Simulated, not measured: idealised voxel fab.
Process module heading - voxel fin reveal
Square cells of 5 nm make up the cross-section cut, whose width is 215 nm.
Just so we're on the same page, the cross-sections are grids of square cells, and they're listed out in bands top to bottom, each band one or more rows deep.
For a band, the entry starts with two heights in nm, that of the top and then that of the bottom, and carries on with the band's materials in order from left to right, each alongside its width in nm; the word "all across" beside a single material means it fills the band edge to edge, and "air" means empty space.
A quick word on heights: they are counted from 0, and under that level the wafer as it came to us is one material throughout. The lowest band is different from the rest in having no bottom; it simply continues downward, written as in "from 0 down".
Note: "30..40" means the width goes from the first number (top row of the band) to the second number (bottom row) in equal steps per row of cells.
Take "all unchanged" at face value: in the step it is given for, the cross-section changed in none of its cells.
Closed internal voids: empty space of 8 cells or more with no open way to the top, each as width x height at its distance from the left edge, in nm
Whatever follows a step's settings on its line is a remark the simulator itself makes about that step.
The "overlay nm" setting may appear on a step's line; for a step that uses a mask, it gives how far to the right of its planned position the mask lay, and a negative value indicates the left.
plan
1 RECEIVE [material Si]
2 CONFORMAL_DEP [material SiN] [thk nm 5]
3 DIRECTIONAL_DEP [material aC] [thk nm 15]
4 PATTERN [tone cover] [mask id FINS] [material resist] [width nm 15] [pitch nm 40] [thk nm 35] [overlay nm 0]
5 DIRECTIONAL_ETCH [etch materials aC] [depth nm 15]
6 STRIP [etch materials resist]
7 DIRECTIONAL_ETCH [etch materials SiN] [depth nm 5]
8 DIRECTIONAL_ETCH [etch materials Si] [depth nm 40]
9 STRIP [etch materials aC]
10 OXIDIZE [depth nm 5]
11 FILL_DEP [material SiO2] [thk nm 10]
12 CMP [height nm 5]
13 SELECTIVE_ETCH [etch materials SiO2] [depth nm 15]
14 STRIP [etch materials SiN]
15 CONFORMAL_DEP [material HfO2] [thk nm 5]
Incoming wafer, cross-sectional view, post step 1
    from 0 down: Si all across
    Closed internal voids: none
Final cross-section, module run with one mistake (start and plan as above)
    from 5 to 0: air 60; HfO2 15; air 25; HfO2 15; air 25; HfO2 15; air 60
    from 0 to -5: air 60; HfO2 5; Si 5; HfO2 5; air 25; HfO2 5; Si 5; HfO2 5; air 25; HfO2 5; Si 5; HfO2 5; air 60
    from -5 to -10: HfO2 50; air 10; HfO2 5; Si 5; HfO2 5; air 25; HfO2 5; Si 5; HfO2 5; air 25; HfO2 5; Si 5; HfO2 5; air 10; HfO2 50
    from -10 to -15: SiO2 45; HfO2 20; Si 5; HfO2 35; Si 5; HfO2 35; Si 5; HfO2 20; SiO2 45
    from -15 to -45: SiO2 65; Si 5; SiO2 35; Si 5; SiO2 35; Si 5; SiO2 65
    from -45 down: Si all across
    Closed internal voids: none
Where did the run depart from the plan? steps 13 and 14 of the plan were run in the wrong order, each in the other's place
